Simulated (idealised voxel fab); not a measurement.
process module | voxel self aligned vias
cross-section cut | 290 nm wide | cells 5 nm
A cross-section is a grid of square cells, given in bands from the top down. A band is one or more rows of cells.
Each band's line starts with the height of the band's top and of its bottom, in nm. Then come its materials from left to right, each with its width in nm. One material with "throughout" fills the band from edge to edge. "air" is empty space.
Height 0 is the level under which the wafer as received is all one material. The lowest band goes on downwards, as in "0 down".
A width such as "30 to 40" changes by the same amount from each row of cells to the next, from the band's top row to its bottom row.
"no change" after a step means that no cell of the cross-section changed.
closed voids: empty space of 8 cells or more with no open way to the top, each as width x height at its distance from the left edge, in nm
after a step's settings: what the simulator itself notes on the step
overlay nm, on a step with a mask: how far to the right of its planned place the mask lay; to the left if negative
plan
1 op RECEIVE | material Si
2 op CONFORMAL_DEP | material SiO2 | thk nm 15
3 op CONFORMAL_DEP | material SiCN | thk nm 5
4 op DIRECTIONAL_DEP | material SiO2 | thk nm 20
5 op PATTERN | tone open | mask id LINES | material resist | width nm 30 | pitch nm 70 | thk nm 15 | overlay nm 0
6 op DIRECTIONAL_ETCH | etch materials SiO2 | depth nm 20
7 op STRIP | etch materials resist
8 op CONFORMAL_DEP | material TiN | thk nm 5
9 op FILL_DEP | material W | thk nm 5
10 op CMP | height nm 40
11 op SELECTIVE_ETCH | etch materials W Ru TiN | depth nm 5
12 op FILL_DEP | material SiN | thk nm 5
13 op CMP | height nm 40
14 op DIRECTIONAL_DEP | material SiO2 | thk nm 10
15 op MASKED_ETCH | tone open | mask id VIAS | width nm 40 | pitch nm 70 | etch materials SiO2 | depth nm 20 | overlay nm 0
16 op MASKED_ETCH | tone open | mask id VIAS | width nm 40 | pitch nm 70 | etch materials SiN | depth nm 5 | overlay nm 0
17 op CONFORMAL_DEP | material TiN | thk nm 5
18 op FILL_DEP | material Cu | thk nm 5
19 op CMP | height nm 60
20 op CONFORMAL_DEP | material SiN | thk nm 5
varied across the wafers: thk nm of step 14. The plan shows the first wafer's value. All wafers start alike
first wafer as received, after step 1
  0 down: Si throughout
  closed voids: none
each wafer at the end: cells of each material gained (+) or lost (-) since it was received, then its closed voids
thk nm 10 | +112 Cu | +58 SiCN | +58 SiN | +390 SiO2 | +112 TiN | +24 W | closed voids: none
thk nm 15 | +72 Cu | +58 SiCN | +58 SiN | +430 SiO2 | +112 TiN | +24 W | closed voids: none
thk nm 20 | +66 Cu | +58 SiCN | +58 SiN | +470 SiO2 | +78 TiN | +24 W | closed voids: none
thk nm 25 | +36 Cu | +58 SiCN | +76 SiN | +494 SiO2 | +66 TiN | +24 W | closed voids: none
thk nm 30 | +18 Cu | +58 SiCN | +76 SiN | +518 SiO2 | +60 TiN | +24 W | closed voids: none
thk nm 35 | +58 SiCN | +76 SiN | +542 SiO2 | +54 TiN | +24 W | closed voids: none
